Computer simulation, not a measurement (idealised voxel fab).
Proc. module: voxel self aligned vias
Section shown: cut. Width: 300 nm. Cell size: 5 nm, square.
Reading order for cross-sections: top band down to bottom band. Underlying form: a grid of square cells. Band size: one or more rows of cells. Each band's line starts with the height of the band's top and of its bottom, in nm. Then come its materials from left to right, each with its width in nm. One material with "edge to edge" fills the band from edge to edge. "air" is empty space. We count height from 0. Below that, the starting wafer is all one material. The lowest band never ends at the bottom but goes on down; see "0..down" for how that is written. The two numbers in a width such as "30->40" mark its ends across the band: the first belongs to the top row of cells, the second to the bottom row, and from each row to the next the width moves by the same amount. Any step labelled "nothing altered" changed none of the cells in the cross-section. In the "Enclosed cavity list" entry, you get each enclosed empty space of 8 cells or more, one with no open way to the top, written width x height at distance, distance from the left edge, in nm. Anything after a step's settings on that line? It's the simulator's own note about the step. overlay nm: where the mask lay relative to plan, measured to the right, on steps with a mask; negatives go left.
### Intended process steps
1: RECEIVE,material Si
2: CONFORMAL_DEP,material SiO2,thk nm 15
3: CONFORMAL_DEP,material SiCN,thk nm 5
4: DIRECTIONAL_DEP,material SiO2,thk nm 25
5: PATTERN,tone open,mask id LINES,material resist,width nm 20,pitch nm 60,thk nm 15,overlay nm 0
6: DIRECTIONAL_ETCH,etch materials SiO2,depth nm 25
7: STRIP,etch materials resist
8: CONFORMAL_DEP,material TiN,thk nm 5
9: FILL_DEP,material W,thk nm 10
10: CMP,height nm 45
11: SELECTIVE_ETCH,etch materials W Ru TiN,depth nm 5
12: FILL_DEP,material SiN,thk nm 5
13: CMP,height nm 45
14: DIRECTIONAL_DEP,material SiO2,thk nm 20
15: DIRECTIONAL_DEP,material aC,thk nm 10
16: PATTERN,tone open,mask id VIAS,material resist,width nm 40,pitch nm 60,thk nm 30,overlay nm 0
17: DIRECTIONAL_ETCH,etch materials aC,depth nm 10
18: STRIP,etch materials resist
19: DIRECTIONAL_ETCH,etch materials SiO2,depth nm 20
20: DIRECTIONAL_ETCH,etch materials SiN,depth nm 5
21: STRIP,etch materials aC
22: CONFORMAL_DEP,material TiN,thk nm 5
23: FILL_DEP,material Ru,thk nm 10
24: CMP,height nm 65
25: CONFORMAL_DEP,material SiN,thk nm 5
### Below: the first of two wafers, run as planned
### as received, after step 1
  0..down: Si edge to edge
  Enclosed cavity list: none
### Cross-section: wafer state after step 2
  15..0: SiO2 edge to edge
  Whatever lies below 0 is exactly as it was before.
### Cross-section: wafer state after step 3
  20..15: SiCN edge to edge
  Whatever lies below 15 is exactly as it was before.
### Cross-section: wafer state after step 4
  45..20: SiO2 edge to edge
  Whatever lies below 20 is exactly as it was before.
### Cross-section: wafer state after step 5
  60..45: resist 80, air 20, resist 40, air 20, resist 40, air 20, resist 80
  Whatever lies below 45 is exactly as it was before.
### Cross-section: wafer state after step 6
  60..45: resist 80, air 20, resist 40, air 20, resist 40, air 20, resist 80
  45..20: SiO2 80, air 20, SiO2 40, air 20, SiO2 40, air 20, SiO2 80
  Whatever lies below 20 is exactly as it was before.
### Cross-section: wafer state after step 7
  45..20: SiO2 80, air 20, SiO2 40, air 20, SiO2 40, air 20, SiO2 80
  Whatever lies below 20 is exactly as it was before.
### Cross-section: wafer state after step 8
  50..45: TiN 85, air 10, TiN 50, air 10, TiN 50, air 10, TiN 85
  45..25: SiO2 80, TiN 5, air 10, TiN 5, SiO2 40, TiN 5, air 10, TiN 5, SiO2 40, TiN 5, air 10, TiN 5, SiO2 80
  25..20: SiO2 80, TiN 20, SiO2 40, TiN 20, SiO2 40, TiN 20, SiO2 80
  Whatever lies below 20 is exactly as it was before.
### Cross-section: wafer state after step 9
  60..50: W edge to edge
  50..45: TiN 85, W 10, TiN 50, W 10, TiN 50, W 10, TiN 85
  45..25: SiO2 80, TiN 5, W 10, TiN 5, SiO2 40, TiN 5, W 10, TiN 5, SiO2 40, TiN 5, W 10, TiN 5, SiO2 80
  Whatever lies below 25 is exactly as it was before.
### Cross-section: wafer state after step 10
  45..25: SiO2 80, TiN 5, W 10, TiN 5, SiO2 40, TiN 5, W 10, TiN 5, SiO2 40, TiN 5, W 10, TiN 5, SiO2 80
  Whatever lies below 25 is exactly as it was before.
### Cross-section: wafer state after step 11
  45..40: SiO2 80, air 20, SiO2 40, air 20, SiO2 40, air 20, SiO2 80
  Whatever lies below 40 is exactly as it was before.
### Cross-section: wafer state after step 12
  50..45: SiN edge to edge
  45..40: SiO2 80, SiN 20, SiO2 40, SiN 20, SiO2 40, SiN 20, SiO2 80
  Whatever lies below 40 is exactly as it was before.
### Cross-section: wafer state after step 13
  45..40: SiO2 80, SiN 20, SiO2 40, SiN 20, SiO2 40, SiN 20, SiO2 80
  Whatever lies below 40 is exactly as it was before.
### Cross-section: wafer state after step 14
  65..45: SiO2 edge to edge
  Whatever lies below 45 is exactly as it was before.
### Cross-section: wafer state after step 15
  75..65: aC edge to edge
  Whatever lies below 65 is exactly as it was before.
### Cross-section: wafer state after step 16
  105..75: resist 70, air 40, resist 20, air 40, resist 20, air 40, resist 70
  Whatever lies below 75 is exactly as it was before.
### Cross-section: wafer state after step 17
  95..75: resist 70, air 40, resist 20, air 40, resist 20, air 40, resist 70
  75..65: aC 70, air 40, aC 20, air 40, aC 20, air 40, aC 70
  Whatever lies below 65 is exactly as it was before.
### Cross-section: wafer state after step 18
  75..65: aC 70, air 40, aC 20, air 40, aC 20, air 40, aC 70
  Whatever lies below 65 is exactly as it was before.
### Cross-section: wafer state after step 19
  75..65: aC 70, air 40, aC 20, air 40, aC 20, air 40, aC 70
  65..45: SiO2 70, air 40, SiO2 20, air 40, SiO2 20, air 40, SiO2 70
  Whatever lies below 45 is exactly as it was before.
### Cross-section: wafer state after step 20
  75..65: aC 70, air 40, aC 20, air 40, aC 20, air 40, aC 70
  65..45: SiO2 70, air 40, SiO2 20, air 40, SiO2 20, air 40, SiO2 70
  45..40: SiO2 80, air 20, SiO2 40, air 20, SiO2 40, air 20, SiO2 80
  Whatever lies below 40 is exactly as it was before.
### Cross-section: wafer state after step 21
  65..45: SiO2 70, air 40, SiO2 20, air 40, SiO2 20, air 40, SiO2 70
  Whatever lies below 45 is exactly as it was before.
### Cross-section: wafer state after step 22
  70..65: TiN 75, air 30, TiN 30, air 30, TiN 30, air 30, TiN 75
  65..50: SiO2 70, TiN 5, air 30, TiN 5, SiO2 20, TiN 5, air 30, TiN 5, SiO2 20, TiN 5, air 30, TiN 5, SiO2 70
  50..45: SiO2 70, TiN 15, air 10, TiN 15, SiO2 20, TiN 15, air 10, TiN 15, SiO2 20, TiN 15, air 10, TiN 15, SiO2 70
  45..40: SiO2 80, TiN 20, SiO2 40, TiN 20, SiO2 40, TiN 20, SiO2 80
  Whatever lies below 40 is exactly as it was before.
### Cross-section: wafer state after step 23
  80..70: Ru edge to edge
  70..65: TiN 75, Ru 30, TiN 30, Ru 30, TiN 30, Ru 30, TiN 75
  65..50: SiO2 70, TiN 5, Ru 30, TiN 5, SiO2 20, TiN 5, Ru 30, TiN 5, SiO2 20, TiN 5, Ru 30, TiN 5, SiO2 70
  50..45: SiO2 70, TiN 15, Ru 10, TiN 15, SiO2 20, TiN 15, Ru 10, TiN 15, SiO2 20, TiN 15, Ru 10, TiN 15, SiO2 70
  Whatever lies below 45 is exactly as it was before.
### Cross-section: wafer state after step 24
  65..50: SiO2 70, TiN 5, Ru 30, TiN 5, SiO2 20, TiN 5, Ru 30, TiN 5, SiO2 20, TiN 5, Ru 30, TiN 5, SiO2 70
  Whatever lies below 50 is exactly as it was before.
### Cross-section: wafer state after step 25
  70..65: SiN edge to edge
  Whatever lies below 65 is exactly as it was before.
### Wafer two. Identical start, identical plan. One mistake in execution. Identical history through step 1
### At the planned end of step 2, the second wafer in cross-section
  5..0: SiCN edge to edge
  Whatever lies below 0 is exactly as it was before.
### At the planned end of step 3, the second wafer in cross-section
  20..5: SiO2 edge to edge
  Whatever lies below 5 is exactly as it was before.
### At the planned end of step 4, the second wafer in cross-section
  45..5: SiO2 edge to edge
  Whatever lies below 5 is exactly as it was before.
### At the planned end of step 5, the second wafer in cross-section
  60..45: resist 80, air 20, resist 40, air 20, resist 40, air 20, resist 80
  Whatever lies below 45 is exactly as it was before.
### At the planned end of step 6, the second wafer in cross-section
  60..45: resist 80, air 20, resist 40, air 20, resist 40, air 20, resist 80
  45..20: SiO2 80, air 20, SiO2 40, air 20, SiO2 40, air 20, SiO2 80
  Whatever lies below 20 is exactly as it was before.
### At the planned end of step 7, the second wafer in cross-section
  45..20: SiO2 80, air 20, SiO2 40, air 20, SiO2 40, air 20, SiO2 80
  Whatever lies below 20 is exactly as it was before.
### At the planned end of step 8, the second wafer in cross-section
  50..45: TiN 85, air 10, TiN 50, air 10, TiN 50, air 10, TiN 85
  45..25: SiO2 80, TiN 5, air 10, TiN 5, SiO2 40, TiN 5, air 10, TiN 5, SiO2 40, TiN 5, air 10, TiN 5, SiO2 80
  25..20: SiO2 80, TiN 20, SiO2 40, TiN 20, SiO2 40, TiN 20, SiO2 80
  Whatever lies below 20 is exactly as it was before.
### At the planned end of step 9, the second wafer in cross-section
  60..50: W edge to edge
  50..45: TiN 85, W 10, TiN 50, W 10, TiN 50, W 10, TiN 85
  45..25: SiO2 80, TiN 5, W 10, TiN 5, SiO2 40, TiN 5, W 10, TiN 5, SiO2 40, TiN 5, W 10, TiN 5, SiO2 80
  Whatever lies below 25 is exactly as it was before.
### At the planned end of step 10, the second wafer in cross-section
  45..25: SiO2 80, TiN 5, W 10, TiN 5, SiO2 40, TiN 5, W 10, TiN 5, SiO2 40, TiN 5, W 10, TiN 5, SiO2 80
  Whatever lies below 25 is exactly as it was before.
### At the planned end of step 11, the second wafer in cross-section
  45..40: SiO2 80, air 20, SiO2 40, air 20, SiO2 40, air 20, SiO2 80
  Whatever lies below 40 is exactly as it was before.
### At the planned end of step 12, the second wafer in cross-section
  50..45: SiN edge to edge
  45..40: SiO2 80, SiN 20, SiO2 40, SiN 20, SiO2 40, SiN 20, SiO2 80
  Whatever lies below 40 is exactly as it was before.
### At the planned end of step 13, the second wafer in cross-section
  45..40: SiO2 80, SiN 20, SiO2 40, SiN 20, SiO2 40, SiN 20, SiO2 80
  Whatever lies below 40 is exactly as it was before.
### At the planned end of step 14, the second wafer in cross-section
  65..45: SiO2 edge to edge
  Whatever lies below 45 is exactly as it was before.
### At the planned end of step 15, the second wafer in cross-section
  75..65: aC edge to edge
  Whatever lies below 65 is exactly as it was before.
### At the planned end of step 16, the second wafer in cross-section
  105..75: resist 70, air 40, resist 20, air 40, resist 20, air 40, resist 70
  Whatever lies below 75 is exactly as it was before.
### At the planned end of step 17, the second wafer in cross-section
  95..75: resist 70, air 40, resist 20, air 40, resist 20, air 40, resist 70
  75..65: aC 70, air 40, aC 20, air 40, aC 20, air 40, aC 70
  Whatever lies below 65 is exactly as it was before.
### At the planned end of step 18, the second wafer in cross-section
  75..65: aC 70, air 40, aC 20, air 40, aC 20, air 40, aC 70
  Whatever lies below 65 is exactly as it was before.
### At the planned end of step 19, the second wafer in cross-section
  75..65: aC 70, air 40, aC 20, air 40, aC 20, air 40, aC 70
  65..45: SiO2 70, air 40, SiO2 20, air 40, SiO2 20, air 40, SiO2 70
  Whatever lies below 45 is exactly as it was before.
### At the planned end of step 20, the second wafer in cross-section
  75..65: aC 70, air 40, aC 20, air 40, aC 20, air 40, aC 70
  65..45: SiO2 70, air 40, SiO2 20, air 40, SiO2 20, air 40, SiO2 70
  45..40: SiO2 80, air 20, SiO2 40, air 20, SiO2 40, air 20, SiO2 80
  Whatever lies below 40 is exactly as it was before.
### At the planned end of step 21, the second wafer in cross-section
  65..45: SiO2 70, air 40, SiO2 20, air 40, SiO2 20, air 40, SiO2 70
  Whatever lies below 45 is exactly as it was before.
### At the planned end of step 22, the second wafer in cross-section
  70..65: TiN 75, air 30, TiN 30, air 30, TiN 30, air 30, TiN 75
  65..50: SiO2 70, TiN 5, air 30, TiN 5, SiO2 20, TiN 5, air 30, TiN 5, SiO2 20, TiN 5, air 30, TiN 5, SiO2 70
  50..45: SiO2 70, TiN 15, air 10, TiN 15, SiO2 20, TiN 15, air 10, TiN 15, SiO2 20, TiN 15, air 10, TiN 15, SiO2 70
  45..40: SiO2 80, TiN 20, SiO2 40, TiN 20, SiO2 40, TiN 20, SiO2 80
  Whatever lies below 40 is exactly as it was before.
### At the planned end of step 23, the second wafer in cross-section
  80..70: Ru edge to edge
  70..65: TiN 75, Ru 30, TiN 30, Ru 30, TiN 30, Ru 30, TiN 75
  65..50: SiO2 70, TiN 5, Ru 30, TiN 5, SiO2 20, TiN 5, Ru 30, TiN 5, SiO2 20, TiN 5, Ru 30, TiN 5, SiO2 70
  50..45: SiO2 70, TiN 15, Ru 10, TiN 15, SiO2 20, TiN 15, Ru 10, TiN 15, SiO2 20, TiN 15, Ru 10, TiN 15, SiO2 70
  Whatever lies below 45 is exactly as it was before.
### At the planned end of step 24, the second wafer in cross-section
  65..50: SiO2 70, TiN 5, Ru 30, TiN 5, SiO2 20, TiN 5, Ru 30, TiN 5, SiO2 20, TiN 5, Ru 30, TiN 5, SiO2 70
  Whatever lies below 50 is exactly as it was before.
### At the planned end of step 25, the second wafer in cross-section
  70..65: SiN edge to edge
  Whatever lies below 65 is exactly as it was before.
Heads up, the wafer didn't run the way we planned it: it was found that steps 2 and 3 of the process plan had been performed in exchanged positions
By the end, you'd get the same cell count for each material on either wafer, but the second wafer puts them somewhere else.
